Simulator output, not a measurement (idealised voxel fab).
The document below concerns the process module designated voxel capacitor over wiring.
The cross-section on display is named cut; it measures 165 nm wide, and its cells are 5 nm squares.
We lay out every cross-section as a grid of square cells and spell it out in bands from the top down, where one band means one or more rows of cells.
Read a band's entry like this: the first values are the height of its top and the height of its bottom in nm, and what follows is the sequence of materials from left to right, each with its width in nm. Note that "blank" is empty space, and that a single material marked "everywhere" reaches across the band from edge to edge.
Heads up on the height convention: 0 is the point under which the incoming wafer is all one material, and the lowest band has no bottom, it just keeps going down, like "from 0 down".
Width: "30 to 40" (first number = top row, second number = bottom row, same change from row to row of cells).
Key: "nothing was modified" - step with no changed cell in the cross-section.
"Closed void listing": sealed empty spaces, 8 cells or more, no open way to top, listed width x height at distance, with distance from the left edge and width, height and distance in nm.
The remark found on a step's line after its settings is issued by the simulator itself and pertains to that step.
A step line may carry the setting "overlay nm", which, for steps involving a mask, states the distance by which the mask lay to the right of its intended position; negative values denote displacement to the left.

# Planned step list for the process
1. RECEIVE [material Si]
2. CONFORMAL_DEP [material SiO2] [thk nm 10]
3. DIRECTIONAL_DEP [material TiN] [thk nm 5]
4. DIRECTIONAL_DEP [material W] [thk nm 15]
5. MASKED_ETCH [tone cover] [mask id METAL_1] [width nm 30] [pitch nm 95] [etch materials W] [depth nm 15] [overlay nm 0]
6. MASKED_ETCH [tone cover] [mask id METAL_1] [width nm 30] [pitch nm 95] [etch materials TiN] [depth nm 5] [overlay nm 0]
7. FILL_DEP [material lowk] [thk nm 10]
8. CMP [height nm 30]
9. CONFORMAL_DEP [material SiCN] [thk nm 5]
10. DIRECTIONAL_DEP [material SiO2] [thk nm 20]
11. PATTERN [tone open] [mask id PLUG_1] [material resist] [width nm 15] [thk nm 15] [overlay nm 0]
12. DIRECTIONAL_ETCH [etch materials SiO2] [depth nm 20]
13. DIRECTIONAL_ETCH [etch materials SiCN] [depth nm 5]
14. STRIP [etch materials resist]
15. CONFORMAL_DEP [material TiN] [thk nm 5]
16. FILL_DEP [material W] [thk nm 5]
17. CMP [height nm 55]
18. DIRECTIONAL_DEP [material TiN] [thk nm 10]
19. DIRECTIONAL_DEP [material SiN] [thk nm 5]
20. DIRECTIONAL_DEP [material TiN] [thk nm 5]
21. DIRECTIONAL_DEP [material aC] [thk nm 10]
22. PATTERN [tone cover] [mask id UPPER_PLATE] [material resist] [width nm 70] [thk nm 30] [overlay nm 0]
23. DIRECTIONAL_ETCH [etch materials aC] [depth nm 10]
24. STRIP [etch materials resist]
25. DIRECTIONAL_ETCH [etch materials TiN] [depth nm 5]
26. DIRECTIONAL_ETCH [etch materials SiN] [depth nm 5]
27. STRIP [etch materials aC]
28. PATTERN [tone cover] [mask id LOWER_PLATE] [material resist] [width nm 70] [thk nm 15] [overlay nm 0]
29. DIRECTIONAL_ETCH [etch materials TiN] [depth nm 10]
30. STRIP [etch materials resist]
31. FILL_DEP [material SiO2] [thk nm 20]
32. CMP [height nm 90]
33. MASKED_ETCH [tone open] [mask id PLUG_2] [width nm 15] [etch materials SiO2] [depth nm 15] [overlay nm 0]
34. CONFORMAL_DEP [material TiN] [thk nm 5]
35. FILL_DEP [material Ru] [thk nm 5]
36. CMP [height nm 90]
37. CONFORMAL_DEP [material SiN] [thk nm 5]
Every wafer here starts from the same state; it is the step 28 width nm that distinguishes them, and the value the plan gives belongs to the first wafer.

# Cross-section: the first of several wafers in its as-received state, i.e. following step 1
* from 0 down | Si everywhere
* Closed void listing: none

# So in this table every wafer gets its own row, and what you see is where it stands at the end of the module: for each material, how many cells it picked up (+) or gave up (-) since we received it, and after that its closed voids
width nm 70; +2 Ru; +30 SiCN; +47 SiN; +352 SiO2; +72 TiN; +40 W; +84 lowk; Closed void listing: none
width nm 75; +2 Ru; +30 SiCN; +47 SiN; +350 SiO2; +74 TiN; +40 W; +84 lowk; Closed void listing: none
width nm 80; +2 Ru; +30 SiCN; +47 SiN; +348 SiO2; +76 TiN; +40 W; +84 lowk; Closed void listing: none
width nm 85; +2 Ru; +30 SiCN; +47 SiN; +346 SiO2; +78 TiN; +40 W; +84 lowk; Closed void listing: none
width nm 90; +2 Ru; +30 SiCN; +47 SiN; +344 SiO2; +80 TiN; +40 W; +84 lowk; Closed void listing: none
width nm 95; +2 Ru; +30 SiCN; +47 SiN; +342 SiO2; +82 TiN; +40 W; +84 lowk; Closed void listing: none
